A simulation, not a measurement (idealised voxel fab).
Process module, titled voxel ribs on slabs
For reference, the cross-section in this document is cut, with width 250 nm and square cells of 5 nm.
In this document a cross-section is written as a grid of square cells. It is given as a series of bands, listed from the top down, and a band is one or more rows of cells. First you get the band's top height and its bottom height, in nm, and then the materials it's made of, left to right, with each width in nm. If you see a single material with "all across", that one covers the band edge to edge. "empty" is empty space. The level at which height equals 0 is the one under which the wafer, as it arrives, is entirely one material. No lower edge exists for the bottom band, which continues downward and is notated as in "0 -> down". The two numbers in a width such as "30->40" mark its ends across the band: the first belongs to the top row of cells, the second to the bottom row, and from each row to the next the width moves by the same amount. A step reported as "identical to before" is a step in which no cell of the cross-section changed. Closed-off voids of 8+ cells (no open route to the top) go in "Enclosed internal voids", written width x height at distance from the left edge, in nm. Anything after a step's settings on that line? It's the simulator's own note about the step. overlay nm: right-of-plan distance of the mask on a masked step; negative values mean left-of-plan.

## Process steps (planned)
- 1: RECEIVE, material Si
- 2: DIRECTIONAL_DEP, material SiO2, thk nm 25
- 3: DIRECTIONAL_DEP, material SiN, thk nm 25
- 4: MASKED_ETCH, tone cover, mask id RIB, width nm 15, etch materials SiN, depth nm 20, overlay nm 0
- 5: DIRECTIONAL_DEP, material aC, thk nm 10
- 6: PATTERN, tone cover, mask id SLAB, material resist, width nm 55, thk nm 25, overlay nm 0
- 7: DIRECTIONAL_ETCH, etch materials aC, depth nm 10
- 8: STRIP, etch materials resist
- 9: DIRECTIONAL_ETCH, etch materials SiN, depth nm 5
- 10: STRIP, etch materials aC
- 11: FILL_DEP, material SiO2, thk nm 25
- 12: CMP, height nm 65
- 13: DIRECTIONAL_DEP, material TiN, thk nm 10
- 14: MASKED_ETCH, tone cover, mask id HEATER, width nm 25, etch materials TiN, depth nm 10, overlay nm 0
- 15: CONFORMAL_DEP, material SiN, thk nm 5

## Received-state cross-section, reflecting completion of step 1
  0 -> down  Si all across
  Enclosed internal voids: none

## Wafer cross-section at module end: first of two, run to plan
  80 -> 75  105 nm empty / 35 nm SiN / 110 nm empty
  75 -> 70  105 nm empty / 5 nm SiN / 25 nm TiN / 5 nm SiN / 110 nm empty
  70 -> 65  110 nm SiN / 25 nm TiN / 115 nm SiN
  65 -> 50  SiO2 all across
  50 -> 30  115 nm SiO2 / 15 nm SiN / 120 nm SiO2
  30 -> 25  95 nm SiO2 / 55 nm SiN / 100 nm SiO2
  25 -> 0  SiO2 all across
  0 -> down  Si all across
  Enclosed internal voids: none

## Second of two wafers, module complete, sectioned: it shares the first wafer's start and plan but was run with one mistake
  80 -> 75  105 nm empty / 35 nm SiN / 110 nm empty
  75 -> 70  105 nm empty / 5 nm SiN / 25 nm TiN / 5 nm SiN / 110 nm empty
  70 -> 65  110 nm SiN / 25 nm TiN / 115 nm SiN
  65 -> 50  SiO2 all across
  50 -> 30  115 nm SiO2 / 20 nm SiN / 115 nm SiO2
  30 -> 25  95 nm SiO2 / 55 nm SiN / 100 nm SiO2
  25 -> 0  SiO2 all across
  0 -> down  Si all across
  Enclosed internal voids: none
Want to know what went wrong? the process deviated at step 4: the operation and settings actually run there were MASKED_ETCH, tone cover, mask id RIB, width nm 20, etch materials SiN, depth nm 20, overlay nm 0
The final cell counts differ between the wafers, with the second having more or fewer of some materials than the first: 4 more of SiN; 4 fewer of SiO2
